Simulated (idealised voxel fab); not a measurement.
Process module in this document: voxel transistor to metal
Section cut is 215 nm wide and gridded with 5 nm square cells.
Heads up, the way a cross-section reads in here is a grid of square cells, handed over as bands from the top down, with every band being one or more rows of cells. Band: top height; bottom height; in nm. Then, left to right: material with width in nm, for each material. "full width": a single material spanning edge to edge. "air": empty space. All heights in this document are referenced to 0, defined as the level beneath which the wafer, as received, consists entirely of one material. The lowest band is not bounded below; it extends indefinitely downward and is written in the form "0 nm and below". Top row gets the first number, bottom row gets the second, and each row in between changes by the same step: that is how a band width like "30..40" works. "all unchanged" -> step changed no cross-section cell. Heads up: "Voids, sealed" only lists the empty pockets with no open path to the top that are 8 cells or more, and it writes them as width x height at distance, distance from the left edge, in nm. Note: text after step settings on the step line = simulator remark on that step. "overlay nm" on a masked step: distance the mask lay right of its planned place, negative for left.

Here's what the planned process steps look like:
| 1 | RECEIVE, material Si |
| 2 | CONFORMAL_DEP, material SiO2, thk nm 5 |
| 3 | CONFORMAL_DEP, material SiN, thk nm 15 |
| 4 | MASKED_ETCH, tone cover, mask id ACTIVE, width nm 100, etch materials SiN, depth nm 15, overlay nm 0 |
| 5 | MASKED_ETCH, tone cover, mask id ACTIVE, width nm 100, etch materials SiO2, depth nm 5, overlay nm 0 |
| 6 | MASKED_ETCH, tone cover, mask id ACTIVE, width nm 100, etch materials Si, depth nm 20, overlay nm 0 |
| 7 | OXIDIZE, depth nm 5 |
| 8 | FILL_DEP, material SiO2, thk nm 10 |
| 9 | CMP, height nm 20 |
| 10 | SELECTIVE_ETCH, etch materials SiO2, depth nm 10 |
| 11 | STRIP, etch materials SiN |
| 12 | SELECTIVE_ETCH, etch materials SiO2, depth nm 5 |
| 13 | OXIDIZE, depth nm 5 |
| 14 | DIRECTIONAL_DEP, material polySi, thk nm 30 |
| 15 | DIRECTIONAL_DEP, material SiCN, thk nm 15 |
| 16 | DIRECTIONAL_DEP, material aC, thk nm 10 |
| 17 | PATTERN, tone cover, mask id GATE, material resist, width nm 20, thk nm 25, overlay nm 0 |
| 18 | DIRECTIONAL_ETCH, etch materials aC, depth nm 10 |
| 19 | STRIP, etch materials resist |
| 20 | DIRECTIONAL_ETCH, etch materials SiCN, depth nm 25 |
| 21 | DIRECTIONAL_ETCH, etch materials polySi, depth nm 40 |
| 22 | STRIP, etch materials aC |
| 23 | CONFORMAL_DEP, material SiO2, thk nm 5 |
| 24 | DIRECTIONAL_ETCH, etch materials SiO2, depth nm 5 |
| 25 | CONFORMAL_DEP, material SiN, thk nm 10 |
| 26 | DIRECTIONAL_ETCH, etch materials SiN, depth nm 10 |
| 27 | DIRECTIONAL_ETCH, etch materials SiO2, depth nm 5 |
| 28 | EPI, material SiGe, thk nm 5 |
| 29 | FILL_DEP, material SiO2, thk nm 10 |
| 30 | CMP, height nm 45 |
| 31 | DIRECTIONAL_DEP, material SiO2, thk nm 15 |
| 32 | DIRECTIONAL_DEP, material aC, thk nm 10 |
| 33 | PATTERN, tone open, mask id CONTACT, material resist, width nm 30, pitch nm 60, thk nm 30, overlay nm 0 |
| 34 | DIRECTIONAL_ETCH, etch materials aC, depth nm 10 |
| 35 | STRIP, etch materials resist |
| 36 | DIRECTIONAL_ETCH, etch materials SiO2, depth nm 60 |
| 37 | STRIP, etch materials aC |
| 38 | CONFORMAL_DEP, material TiN, thk nm 5 |
| 39 | FILL_DEP, material Ru, thk nm 5 |
| 40 | CMP, height nm 60 |
| 41 | DIRECTIONAL_DEP, material TiN, thk nm 5 |
| 42 | DIRECTIONAL_DEP, material Ru, thk nm 15 |
| 43 | MASKED_ETCH, tone cover, mask id METAL_1, width nm 20, pitch nm 70, etch materials Ru, depth nm 15, overlay nm 0 |
| 44 | MASKED_ETCH, tone cover, mask id METAL_1, width nm 20, pitch nm 70, etch materials TiN, depth nm 5, overlay nm -15 |
| 45 | CONFORMAL_DEP, material SiN, thk nm 5 |
| 46 | FILL_DEP, material lowk, thk nm 5 |
| 47 | CMP, height nm 80 |
| 48 | CONFORMAL_DEP, material SiCN, thk nm 5 |
| 49 | DIRECTIONAL_DEP, material SiO2, thk nm 25 |
| 50 | MASKED_ETCH, tone open, mask id METAL_2, width nm 20, pitch nm 70, etch materials SiO2, depth nm 15, overlay nm 0 |
| 51 | MASKED_ETCH, tone open, mask id METAL_2_HOLES, width nm 15, pitch nm 70, etch materials SiO2, depth nm 10, overlay nm 0 |
| 52 | MASKED_ETCH, tone open, mask id METAL_2_HOLES, width nm 15, pitch nm 70, etch materials SiCN, depth nm 5, overlay nm 0 |
| 53 | CONFORMAL_DEP, material TiN, thk nm 5 |
| 54 | FILL_DEP, material Cu, thk nm 5 |
| 55 | CMP, height nm 110 |
| 56 | CONFORMAL_DEP, material SiCN, thk nm 5 |
Be aware that, although all wafers share a common starting state, the overlay nm at step 44 differs among them, and the plan displays the first wafer's value.

First of several wafers, received after step 1, in cross-section:
    0 nm and below = Si full width
    Voids, sealed: none

Last step of the module is step 56; after it, the first of several wafers in cross-section:
    115 nm to 110 nm = SiCN full width
    110 nm to 100 nm = SiO2 60 nm  TiN 5 nm  Cu 10 nm  TiN 5 nm  SiO2 50 nm  TiN 5 nm  Cu 10 nm  TiN 5 nm  SiO2 65 nm
    100 nm to 95 nm = SiO2 60 nm  TiN 5 nm  Cu 5 nm  TiN 10 nm  SiO2 50 nm  TiN 5 nm  Cu 5 nm  TiN 10 nm  SiO2 65 nm
    95 nm to 85 nm = SiO2 60 nm  TiN 5 nm  Cu 5 nm  TiN 5 nm  SiO2 55 nm  TiN 5 nm  Cu 5 nm  TiN 5 nm  SiO2 70 nm
    85 nm to 80 nm = SiCN 60 nm  TiN 15 nm  SiCN 55 nm  TiN 15 nm  SiCN 70 nm
    80 nm to 70 nm = lowk 55 nm  SiN 5 nm  Ru 20 nm  SiN 5 nm  lowk 40 nm  SiN 5 nm  Ru 20 nm  SiN 5 nm  lowk 60 nm
    70 nm to 65 nm = lowk 40 nm  SiN 20 nm  Ru 20 nm  SiN 5 nm  lowk 25 nm  SiN 20 nm  Ru 20 nm  SiN 5 nm  lowk 60 nm
    65 nm to 60 nm = SiN 45 nm  TiN 35 nm  SiN 35 nm  TiN 35 nm  SiN 65 nm
    60 nm to 50 nm = SiO2 60 nm  TiN 5 nm  Ru 20 nm  TiN 5 nm  SiO2 30 nm  TiN 5 nm  Ru 20 nm  TiN 5 nm  SiO2 65 nm
    50 nm to 45 nm = SiO2 60 nm  TiN 5 nm  Ru 10 nm  TiN 15 nm  SiO2 30 nm  TiN 15 nm  Ru 10 nm  TiN 5 nm  SiO2 65 nm
    45 nm to 30 nm = SiO2 60 nm  TiN 5 nm  Ru 10 nm  TiN 5 nm  SiN 10 nm  SiO2 5 nm  SiCN 20 nm  SiO2 5 nm  SiN 10 nm  TiN 5 nm  Ru 10 nm  TiN 5 nm  SiO2 65 nm
    30 nm to 10 nm = SiO2 60 nm  TiN 5 nm  Ru 10 nm  TiN 5 nm  SiN 10 nm  SiO2 5 nm  polySi 20 nm  SiO2 5 nm  SiN 10 nm  TiN 5 nm  Ru 10 nm  TiN 5 nm  SiO2 65 nm
    10 nm to 5 nm = SiO2 60 nm  TiN 10 nm  Ru 5 nm  TiN 5 nm  SiN 10 nm  SiO2 5 nm  polySi 20 nm  SiO2 5 nm  SiN 10 nm  TiN 5 nm  Ru 5 nm  TiN 10 nm  SiO2 65 nm
    5 nm to 0 nm = SiO2 55 nm  SiN 10 nm  TiN 15 nm  SiN 10 nm  SiO2 5 nm  polySi 20 nm  SiO2 5 nm  SiN 10 nm  TiN 15 nm  SiN 10 nm  SiO2 60 nm
    0 nm to -5 nm = SiO2 65 nm  SiGe 15 nm  SiO2 50 nm  SiGe 15 nm  SiO2 70 nm
    -5 nm to -25 nm = SiO2 60 nm  Si 90 nm  SiO2 65 nm
    -25 nm and below = Si full width
    Voids, sealed: none

Cross-section at module completion, last wafer:
    115 nm to 110 nm = SiCN full width
    110 nm to 100 nm = SiO2 60 nm  TiN 5 nm  Cu 10 nm  TiN 5 nm  SiO2 50 nm  TiN 5 nm  Cu 10 nm  TiN 5 nm  SiO2 65 nm
    100 nm to 95 nm = SiO2 60 nm  TiN 5 nm  Cu 5 nm  TiN 10 nm  SiO2 50 nm  TiN 5 nm  Cu 5 nm  TiN 10 nm  SiO2 65 nm
    95 nm to 85 nm = SiO2 60 nm  TiN 5 nm  Cu 5 nm  TiN 5 nm  SiO2 55 nm  TiN 5 nm  Cu 5 nm  TiN 5 nm  SiO2 70 nm
    85 nm to 80 nm = SiCN 60 nm  TiN 15 nm  SiCN 55 nm  TiN 15 nm  SiCN 70 nm
    80 nm to 70 nm = lowk 55 nm  SiN 5 nm  Ru 20 nm  SiN 5 nm  lowk 40 nm  SiN 5 nm  Ru 20 nm  SiN 5 nm  lowk 60 nm
    70 nm to 65 nm = lowk 55 nm  SiN 5 nm  Ru 20 nm  SiN 20 nm  lowk 25 nm  SiN 5 nm  Ru 20 nm  SiN 20 nm  lowk 45 nm
    65 nm to 60 nm = SiN 60 nm  TiN 35 nm  SiN 35 nm  TiN 35 nm  SiN 50 nm
    60 nm to 50 nm = SiO2 60 nm  TiN 5 nm  Ru 20 nm  TiN 5 nm  SiO2 30 nm  TiN 5 nm  Ru 20 nm  TiN 5 nm  SiO2 65 nm
    50 nm to 45 nm = SiO2 60 nm  TiN 5 nm  Ru 10 nm  TiN 15 nm  SiO2 30 nm  TiN 15 nm  Ru 10 nm  TiN 5 nm  SiO2 65 nm
    45 nm to 30 nm = SiO2 60 nm  TiN 5 nm  Ru 10 nm  TiN 5 nm  SiN 10 nm  SiO2 5 nm  SiCN 20 nm  SiO2 5 nm  SiN 10 nm  TiN 5 nm  Ru 10 nm  TiN 5 nm  SiO2 65 nm
    30 nm to 10 nm = SiO2 60 nm  TiN 5 nm  Ru 10 nm  TiN 5 nm  SiN 10 nm  SiO2 5 nm  polySi 20 nm  SiO2 5 nm  SiN 10 nm  TiN 5 nm  Ru 10 nm  TiN 5 nm  SiO2 65 nm
    10 nm to 5 nm = SiO2 60 nm  TiN 10 nm  Ru 5 nm  TiN 5 nm  SiN 10 nm  SiO2 5 nm  polySi 20 nm  SiO2 5 nm  SiN 10 nm  TiN 5 nm  Ru 5 nm  TiN 10 nm  SiO2 65 nm
    5 nm to 0 nm = SiO2 55 nm  SiN 10 nm  TiN 15 nm  SiN 10 nm  SiO2 5 nm  polySi 20 nm  SiO2 5 nm  SiN 10 nm  TiN 15 nm  SiN 10 nm  SiO2 60 nm
    0 nm to -5 nm = SiO2 65 nm  SiGe 15 nm  SiO2 50 nm  SiGe 15 nm  SiO2 70 nm
    -5 nm to -25 nm = SiO2 60 nm  Si 90 nm  SiO2 65 nm
    -25 nm and below = Si full width
    Voids, sealed: none

Gained (+) or lost (-) cells of each material since receipt, then closed voids: one row per wafer, at the end of the module:
overlay nm -15; +14 Cu; +74 Ru; -143 Si; +92 SiCN; +6 SiGe; +87 SiN; +650 SiO2; +98 TiN; +87 lowk; +24 polySi; Voids, sealed: none
overlay nm -10; +14 Cu; +74 Ru; -143 Si; +92 SiCN; +6 SiGe; +87 SiN; +650 SiO2; +96 TiN; +89 lowk; +24 polySi; Voids, sealed: none
overlay nm -5; +14 Cu; +74 Ru; -143 Si; +92 SiCN; +6 SiGe; +87 SiN; +650 SiO2; +94 TiN; +91 lowk; +24 polySi; Voids, sealed: none
overlay nm 0; +14 Cu; +74 Ru; -143 Si; +92 SiCN; +6 SiGe; +87 SiN; +650 SiO2; +92 TiN; +93 lowk; +24 polySi; Voids, sealed: none
overlay nm 5; +14 Cu; +74 Ru; -143 Si; +92 SiCN; +6 SiGe; +87 SiN; +650 SiO2; +94 TiN; +91 lowk; +24 polySi; Voids, sealed: none
overlay nm 10; +14 Cu; +74 Ru; -143 Si; +92 SiCN; +6 SiGe; +87 SiN; +650 SiO2; +96 TiN; +89 lowk; +24 polySi; Voids, sealed: none
overlay nm 15; +14 Cu; +74 Ru; -143 Si; +92 SiCN; +6 SiGe; +87 SiN; +650 SiO2; +98 TiN; +87 lowk; +24 polySi; Voids, sealed: none
